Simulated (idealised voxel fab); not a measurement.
The following process module bears the name voxel gate over fins.
Section shown: cut. Width: 280 nm. Cell size: 5 nm, square.
A cross-section is a grid of square cells, given in bands from the top down. A band is one or more rows of cells. Band: top and bottom heights (nm) first, top before bottom; then materials from left to right, widths in nm. "full width" marks a sole material filling the band edge to edge. "empty" denotes empty space. Heights are expressed relative to 0, this being the level below which the as-received wafer comprises one material exclusively. The lowest band is unbounded in the downward direction and is denoted as in "0 and below". Width spec "30..40" -> top row of cells at first value, bottom row at second value, equal per-row change in between. The designation "no alteration", where it is given for a processing step, indicates that no cell of the cross-section was altered in the course of that step. Empty spaces without an open route to the top, at least 8 cells in extent, make up the entry "Unvented internal voids"; each is given as width x height at distance, where the distance is measured from the left edge, and all are in nm. On a step's line, text after the settings is the simulator commenting on that step. overlay nm: how far to the right of its planned place the mask lay on this masked step (negative: to the left).

### These are the steps we planned for the process
step 1: RECEIVE: material Si
step 2: CONFORMAL_DEP: material SiN, thk nm 5
step 3: PATTERN: tone cover, mask id FINS, material resist, width nm 15, pitch nm 45, thk nm 20, overlay nm 0
step 4: DIRECTIONAL_ETCH: etch materials SiN, depth nm 5
step 5: DIRECTIONAL_ETCH: etch materials Si, depth nm 30
step 6: STRIP: etch materials resist
step 7: FILL_DEP: material SiO2, thk nm 5
step 8: CMP: height nm 5
step 9: SELECTIVE_ETCH: etch materials SiO2, depth nm 15
step 10: STRIP: etch materials SiN
step 11: CONFORMAL_DEP: material HfO2, thk nm 5
step 12: CONFORMAL_DEP: material TiN, thk nm 5
step 13: FILL_DEP: material W, thk nm 10
step 14: CMP: height nm 15
step 15: CONFORMAL_DEP: material SiCN, thk nm 5

### Step 1 complete: cross-section of the wafer as received
	0 and below  Si full width
	Unvented internal voids: none

### Final wafer profile in cross-section after the module, from the same start and plan as above, with one mistake made during processing
	20 down to 15  SiCN full width
	15 down to 5  W full width
	5 down to 0  105 W / 25 TiN / 20 W / 25 TiN / 105 W
	0 down to -5  105 W / 5 TiN / 15 Si / 5 TiN / 20 W / 5 TiN / 15 Si / 5 TiN / 105 W
	-5 down to -10  110 TiN / 15 Si / 30 TiN / 15 Si / 110 TiN
	-10 down to -30  110 SiO2 / 15 Si / 30 SiO2 / 15 Si / 110 SiO2
	-30 and below  Si full width
	Unvented internal voids: none
Against the plan, the run slipped here: not run: step 11 of the plan (skipped)
